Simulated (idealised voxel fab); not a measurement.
The process module that follows is named voxel ribs on slabs.
Xsec cut, 280 nm wide, square cell size 5 nm.
Cross-section layout: square cells on a grid; listed as bands, top to bottom; a band spans one or more cell rows.
Top height, bottom height, nm. Materials left to right, width each, nm. Single material + "edge to edge" = fills band edge to edge. "blank" = empty.
Below 0: as-received wafer, all one material; heights counted from there. Lowest band: no bottom, goes on down, written "from 0 down".
Graded width ("30 to 40"): value in top row of band = first number; value in bottom row = second number; row-to-row change constant.
Where the words "no change occurred" appear for a step, the cross-section shows no cell changed by that step; every cell remained as before.
"Enclosed void list" lists enclosed empty spaces (at least 8 cells, no open path upward to the top), each as width x height at distance from the left edge, in nm.
On a step's line, text after the settings is the simulator commenting on that step.
"overlay nm" answers the question of how far to the right of plan the mask lay on a step that has a mask, and when it is negative the answer is to the left.
-- List of planned process steps
1) RECEIVE | material Si
2) DIRECTIONAL_DEP | material SiO2 | thk nm 25
3) DIRECTIONAL_DEP | material polySi | thk nm 15
4) DIRECTIONAL_DEP | material aC | thk nm 10
5) PATTERN | tone cover | mask id RIB | material resist | width nm 15 | thk nm 30 | overlay nm 0
6) DIRECTIONAL_ETCH | etch materials aC | depth nm 10
7) STRIP | etch materials resist
8) DIRECTIONAL_ETCH | etch materials polySi | depth nm 10
9) STRIP | etch materials aC
10) MASKED_ETCH | tone cover | mask id SLAB | width nm 45 | etch materials polySi | depth nm 5 | overlay nm 0
11) FILL_DEP | material SiO2 | thk nm 15
12) CMP | height nm 50
13) DIRECTIONAL_DEP | material TiN | thk nm 5
14) MASKED_ETCH | tone cover | mask id HEATER | width nm 25 | etch materials TiN | depth nm 5 | overlay nm 0
15) CONFORMAL_DEP | material SiO2 | thk nm 10
-- Cross-section of the incoming wafer, state after step 1
from 0 down = Si edge to edge
Enclosed void list: none
-- Cross-section: first of two wafers, module finished, run according to plan
from 65 to 60 = 115 of blank / 45 of SiO2 / 120 of blank
from 60 to 55 = SiO2 edge to edge
from 55 to 50 = 125 of SiO2 / 25 of TiN / 130 of SiO2
from 50 to 40 = SiO2 edge to edge
from 40 to 30 = 130 of SiO2 / 15 of polySi / 135 of SiO2
from 30 to 25 = 115 of SiO2 / 45 of polySi / 120 of SiO2
from 25 to 0 = SiO2 edge to edge
from 0 down = Si edge to edge
Enclosed void list: none
-- Cross-section, wafer two of two, end of module: same start and plan as wafer one, one error in execution
from 65 to 60 = 105 of blank / 45 of SiO2 / 130 of blank
from 60 to 55 = SiO2 edge to edge
from 55 to 50 = 115 of SiO2 / 25 of TiN / 140 of SiO2
from 50 to 40 = SiO2 edge to edge
from 40 to 30 = 130 of SiO2 / 15 of polySi / 135 of SiO2
from 30 to 25 = 115 of SiO2 / 45 of polySi / 120 of SiO2
from 25 to 0 = SiO2 edge to edge
from 0 down = Si edge to edge
Enclosed void list: none
what went wrong: step 14 deviated from plan and actually ran as MASKED_ETCH | tone cover | mask id HEATER | width nm 25 | etch materials TiN | depth nm 5 | overlay nm -10
Cell counts per material: same on both final wafers. Positions: different.
